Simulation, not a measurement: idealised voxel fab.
The following is a process module called voxel released beams.
We display cut, a cross-section 180 nm in width whose square cells are each 5 nm.
Cross-section, as written here: a square-cell grid given band by band from the top down, where a band holds one or more rows of cells.
What a band's entry tells you: where the top is and where the bottom is, as heights in nm, and after that what lies inside, material by material from left to right, each with its width in nm. Empty space is written as the word "empty", and a single material marked with the word "full width" occupies the band from edge to edge.
The level at which height equals 0 is the one under which the wafer, as it arrives, is entirely one material. No lower edge exists for the bottom band, which continues downward and is notated as in "top 0, no bottom".
A width such as "30->40" changes by the same amount from each row of cells to the next, from the band's top row to its bottom row.
It should be understood that the words "changes: none", when stated for a given step, signify that the cross-section underwent no change in any of its cells during that step.
"Closed void register": empty spaces of 8 cells or more with no open way to the top, each given as width x height at distance, distance from the left edge, all in nm.
Past the settings on a step's line: simulator remark, on that step.
Each step line may optionally specify "overlay nm", which for a step with a mask gives the rightward distance between the mask's planned place and where it lay, a negative value indicating the leftward direction.
Here's what the planned process steps look like:
| 1 | RECEIVE | material Si |
| 2 | CONFORMAL_DEP | material SiN | thk nm 10 |
| 3 | DIRECTIONAL_DEP | material SiO2 | thk nm 20 |
| 4 | PATTERN | tone open | mask id ANCHOR | material resist | width nm 35 | thk nm 15 | overlay nm 0 |
| 5 | DIRECTIONAL_ETCH | etch materials SiO2 | depth nm 20 |
| 6 | STRIP | etch materials resist |
| 7 | CONFORMAL_DEP | material TiN | thk nm 15 |
| 8 | DIRECTIONAL_DEP | material aC | thk nm 15 |
| 9 | PATTERN | tone cover | mask id BEAM | material resist | width nm 100 | thk nm 30 | overlay nm 0 |
| 10 | DIRECTIONAL_ETCH | etch materials aC | depth nm 15 |
| 11 | STRIP | etch materials resist |
| 12 | DIRECTIONAL_ETCH | etch materials TiN | depth nm 15 |
| 13 | STRIP | etch materials aC |
| 14 | STRIP | etch materials SiO2 |
First of two wafers - as planned:
As-received state of the wafer in cross-section, equivalent to post-step 1:
  top 0, no bottom | Si full width
  Closed void register: none
Take a look at the wafer's cross-section after step 2:
  top 10, bottom 0 | SiN full width
  Anything lower than 0 is untouched.
Take a look at the wafer's cross-section after step 3:
  top 30, bottom 10 | SiO2 full width
  Anything lower than 10 is untouched.
Take a look at the wafer's cross-section after step 4:
  top 45, bottom 30 | 40 of resist / 35 of empty / 105 of resist
  Anything lower than 30 is untouched.
Take a look at the wafer's cross-section after step 5:
  top 45, bottom 30 | 40 of resist / 35 of empty / 105 of resist
  top 30, bottom 10 | 40 of SiO2 / 35 of empty / 105 of SiO2
  Anything lower than 10 is untouched.
Take a look at the wafer's cross-section after step 6:
  top 30, bottom 10 | 40 of SiO2 / 35 of empty / 105 of SiO2
  Anything lower than 10 is untouched.
Take a look at the wafer's cross-section after step 7:
  top 45, bottom 30 | 55 of TiN / 5 of empty / 120 of TiN
  top 30, bottom 25 | 40 of SiO2 / 15 of TiN / 5 of empty / 15 of TiN / 105 of SiO2
  top 25, bottom 10 | 40 of SiO2 / 35 of TiN / 105 of SiO2
  Anything lower than 10 is untouched.
Take a look at the wafer's cross-section after step 8:
  top 60, bottom 45 | 55 of aC / 5 of empty / 120 of aC
  top 45, bottom 40 | 55 of TiN / 5 of empty / 120 of TiN
  top 40, bottom 30 | 55 of TiN / 5 of aC / 120 of TiN
  top 30, bottom 25 | 40 of SiO2 / 15 of TiN / 5 of aC / 15 of TiN / 105 of SiO2
  Anything lower than 25 is untouched.
Take a look at the wafer's cross-section after step 9:
  top 90, bottom 60 | 35 of empty / 100 of resist / 45 of empty
  top 60, bottom 45 | 55 of aC / 5 of resist / 120 of aC
  top 45, bottom 40 | 55 of TiN / 5 of resist / 120 of TiN
  Anything lower than 40 is untouched.
Take a look at the wafer's cross-section after step 10:
  top 75, bottom 60 | 35 of empty / 100 of resist / 45 of empty
  top 60, bottom 45 | 35 of empty / 20 of aC / 5 of resist / 75 of aC / 45 of empty
  Anything lower than 45 is untouched.
Take a look at the wafer's cross-section after step 11:
  top 60, bottom 45 | 35 of empty / 20 of aC / 5 of empty / 75 of aC / 45 of empty
  top 45, bottom 40 | 55 of TiN / 5 of empty / 120 of TiN
  Anything lower than 40 is untouched.
Take a look at the wafer's cross-section after step 12:
  top 60, bottom 45 | 35 of empty / 20 of aC / 5 of empty / 75 of aC / 45 of empty
  top 45, bottom 40 | 35 of empty / 20 of TiN / 5 of empty / 75 of TiN / 45 of empty
  top 40, bottom 30 | 35 of empty / 20 of TiN / 5 of aC / 75 of TiN / 45 of empty
  Anything lower than 30 is untouched.
Take a look at the wafer's cross-section after step 13:
  top 45, bottom 30 | 35 of empty / 20 of TiN / 5 of empty / 75 of TiN / 45 of empty
  top 30, bottom 25 | 40 of SiO2 / 15 of TiN / 5 of empty / 15 of TiN / 105 of SiO2
  Anything lower than 25 is untouched.
Take a look at the wafer's cross-section after step 14:
  top 45, bottom 30 | 35 of empty / 20 of TiN / 5 of empty / 75 of TiN / 45 of empty
  top 30, bottom 25 | 40 of empty / 15 of TiN / 5 of empty / 15 of TiN / 105 of empty
  top 25, bottom 10 | 40 of empty / 35 of TiN / 105 of empty
  Anything lower than 10 is untouched.
Second wafer: like start, like plan, one mistake. Through step 8 it matches the first wafer:
Cross-section of the second wafer when, according to plan, step 9 should have finished:
  top 90, bottom 60 | 35 of empty / 105 of resist / 40 of empty
  top 60, bottom 45 | 55 of aC / 5 of resist / 120 of aC
  top 45, bottom 40 | 55 of TiN / 5 of resist / 120 of TiN
  Anything lower than 40 is untouched.
Cross-section of the second wafer when, according to plan, step 10 should have finished:
  top 75, bottom 60 | 35 of empty / 105 of resist / 40 of empty
  top 60, bottom 45 | 35 of empty / 20 of aC / 5 of resist / 80 of aC / 40 of empty
  Anything lower than 45 is untouched.
Cross-section of the second wafer when, according to plan, step 11 should have finished:
  top 60, bottom 45 | 35 of empty / 20 of aC / 5 of empty / 80 of aC / 40 of empty
  top 45, bottom 40 | 55 of TiN / 5 of empty / 120 of TiN
  Anything lower than 40 is untouched.
Cross-section of the second wafer when, according to plan, step 12 should have finished:
  top 60, bottom 45 | 35 of empty / 20 of aC / 5 of empty / 80 of aC / 40 of empty
  top 45, bottom 40 | 35 of empty / 20 of TiN / 5 of empty / 80 of TiN / 40 of empty
  top 40, bottom 30 | 35 of empty / 20 of TiN / 5 of aC / 80 of TiN / 40 of empty
  Anything lower than 30 is untouched.
Cross-section of the second wafer when, according to plan, step 13 should have finished:
  top 45, bottom 30 | 35 of empty / 20 of TiN / 5 of empty / 80 of TiN / 40 of empty
  top 30, bottom 25 | 40 of SiO2 / 15 of TiN / 5 of empty / 15 of TiN / 105 of SiO2
  Anything lower than 25 is untouched.
Cross-section of the second wafer when, according to plan, step 14 should have finished:
  top 45, bottom 30 | 35 of empty / 20 of TiN / 5 of empty / 80 of TiN / 40 of empty
  top 30, bottom 25 | 40 of empty / 15 of TiN / 5 of empty / 15 of TiN / 105 of empty
  top 25, bottom 10 | 40 of empty / 35 of TiN / 105 of empty
  Anything lower than 10 is untouched.
So what did we get wrong on this run? step 9, actual vs plan mismatch, actual run PATTERN | tone cover | mask id BEAM | material resist | width nm 105 | thk nm 30 | overlay nm 0
Heads up, by the end the second wafer has more or fewer cells of some materials compared to the first: +3 TiN
